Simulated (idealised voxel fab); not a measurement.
process module | voxel trench capacitor
cross-section cut | 245 nm wide | cells 5 nm
A cross-section is a grid of square cells, given in bands from the top down. A band is one or more rows of cells.
Each band's line starts with the height of the band's top and of its bottom, in nm. Then come its materials from left to right, each with its width in nm. One material with "throughout" fills the band from edge to edge. "air" is empty space.
Height 0 is the level under which the wafer as received is all one material. The lowest band goes on downwards, as in "0 down".
A width such as "30 to 40" changes by the same amount from each row of cells to the next, from the band's top row to its bottom row.
"no change" after a step means that no cell of the cross-section changed.
closed voids: empty space of 8 cells or more with no open way to the top, each as width x height at its distance from the left edge, in nm
after a step's settings: what the simulator itself notes on the step
overlay nm, on a step with a mask: how far to the right of its planned place the mask lay; to the left if negative
plan
1 op RECEIVE | material Si
2 op CONFORMAL_DEP | material SiN | thk nm 5
3 op PATTERN | tone open | mask id TRENCH | material resist | width nm 30 | pitch nm 45 | thk nm 15 | overlay nm 0
4 op DIRECTIONAL_ETCH | etch materials SiN | depth nm 5
5 op DIRECTIONAL_ETCH | etch materials Si | depth nm 40
6 op STRIP | etch materials resist
7 op CONFORMAL_DEP | material HfO2 | thk nm 5
8 op CONFORMAL_DEP | material TiN | thk nm 5
9 op FILL_DEP | material W | thk nm 5
10 op CMP | height nm 5
as received, after step 1
  0 down: Si throughout
  closed voids: none
a wafer at the end: this start, this plan, one mistake
  5 to 0: SiN 30 | HfO2 5 | TiN 5 | W 10 | TiN 5 | HfO2 5 | SiN 15 | HfO2 5 | TiN 5 | W 10 | TiN 5 | HfO2 5 | SiN 15 | HfO2 5 | TiN 5 | W 10 | TiN 5 | HfO2 5 | SiN 15 | HfO2 5 | TiN 5 | W 10 | TiN 5 | HfO2 5 | SiN 50
  0 to -30: Si 30 | HfO2 5 | TiN 5 | W 10 | TiN 5 | HfO2 5 | Si 15 | HfO2 5 | TiN 5 | W 10 | TiN 5 | HfO2 5 | Si 15 | HfO2 5 | TiN 5 | W 10 | TiN 5 | HfO2 5 | Si 15 | HfO2 5 | TiN 5 | W 10 | TiN 5 | HfO2 5 | Si 50
  -30 to -35: Si 30 | HfO2 5 | TiN 20 | HfO2 5 | Si 15 | HfO2 5 | TiN 20 | HfO2 5 | Si 15 | HfO2 5 | TiN 20 | HfO2 5 | Si 15 | HfO2 5 | TiN 20 | HfO2 5 | Si 50
  -35 to -40: Si 30 | HfO2 30 | Si 15 | HfO2 30 | Si 15 | HfO2 30 | Si 15 | HfO2 30 | Si 50
  -40 down: Si throughout
  closed voids: none
what went wrong: step 3 ran as: op PATTERN | tone open | mask id TRENCH | material resist | width nm 30 | pitch nm 45 | thk nm 15 | overlay nm -10
